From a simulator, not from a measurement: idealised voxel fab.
Name of the process module below: voxel fin reveal
Cross-section cut: width 240 nm, square cells of 5 nm.
Format of a cross-section: grid, square cells. Given as bands. Order: top down. Band: one or more rows of cells. Look at the band entry: it leads with the top's height and the bottom's height in nm. Then it lists the materials left to right, with a width in nm for each. The word "throughout" on a single material says that material fills the band edge to edge. The word "air" is empty space. Height datum 0, below which the as-received substrate wafer is one material. Lowest band open at the bottom, running downward: "0 -> down". It should be noted that a width expressed as "30 to 40" varies in equal increments from row to row of cells within the band, taking the value of the first number at the top row and that of the second number at the bottom row. Step note "no change occurred" = no cross-section cell changed. "Trapped void list" - sealed voids, min. 8 cells, no opening to top; format: width x height at distance (distance from left edge; nm throughout). Read whatever lies past the settings on a step's line as the simulator's own remark about the step. On any step carrying a mask, the "overlay nm" setting, if present on the step's line, tells how far right of its planned place the mask lay; negative values point to the left.

**Set out below are the planned steps of the process**
| 1 | RECEIVE with material Si |
| 2 | CONFORMAL_DEP with material SiN, thk nm 5 |
| 3 | MASKED_ETCH with tone cover, mask id FINS, width nm 15, pitch nm 45, etch materials SiN, depth nm 5, overlay nm -15 |
| 4 | MASKED_ETCH with tone cover, mask id FINS, width nm 15, pitch nm 45, etch materials Si, depth nm 35, overlay nm 0 |
| 5 | OXIDIZE with depth nm 5 |
| 6 | FILL_DEP with material SiO2, thk nm 10 |
| 7 | CMP with height nm 5 |
| 8 | SELECTIVE_ETCH with etch materials SiO2, depth nm 15 |
| 9 | STRIP with etch materials SiN |
All wafers enter the flow in the same state. The overlay nm at step 3 differs from wafer to wafer, and the plan gives the value for the first wafer.

**The as-received cross-section of the first of several wafers corresponds to the state after step 1**
> 0 -> down: Si throughout
> Trapped void list: none

**Below, a row for every wafer. Read it as the end-of-module picture: for each material the wafer shows its cells gained (+) or lost (-) since it was received, and then its closed voids**
overlay nm -15; -268 Si; +192 SiO2; Trapped void list: none
overlay nm -10; -296 Si; +216 SiO2; Trapped void list: none
overlay nm -5; -324 Si; +240 SiO2; Trapped void list: none
overlay nm 0; -352 Si; +264 SiO2; Trapped void list: none
overlay nm 5; -324 Si; +240 SiO2; Trapped void list: none
overlay nm 10; -296 Si; +216 SiO2; Trapped void list: none
overlay nm 15; -268 Si; +192 SiO2; Trapped void list: none
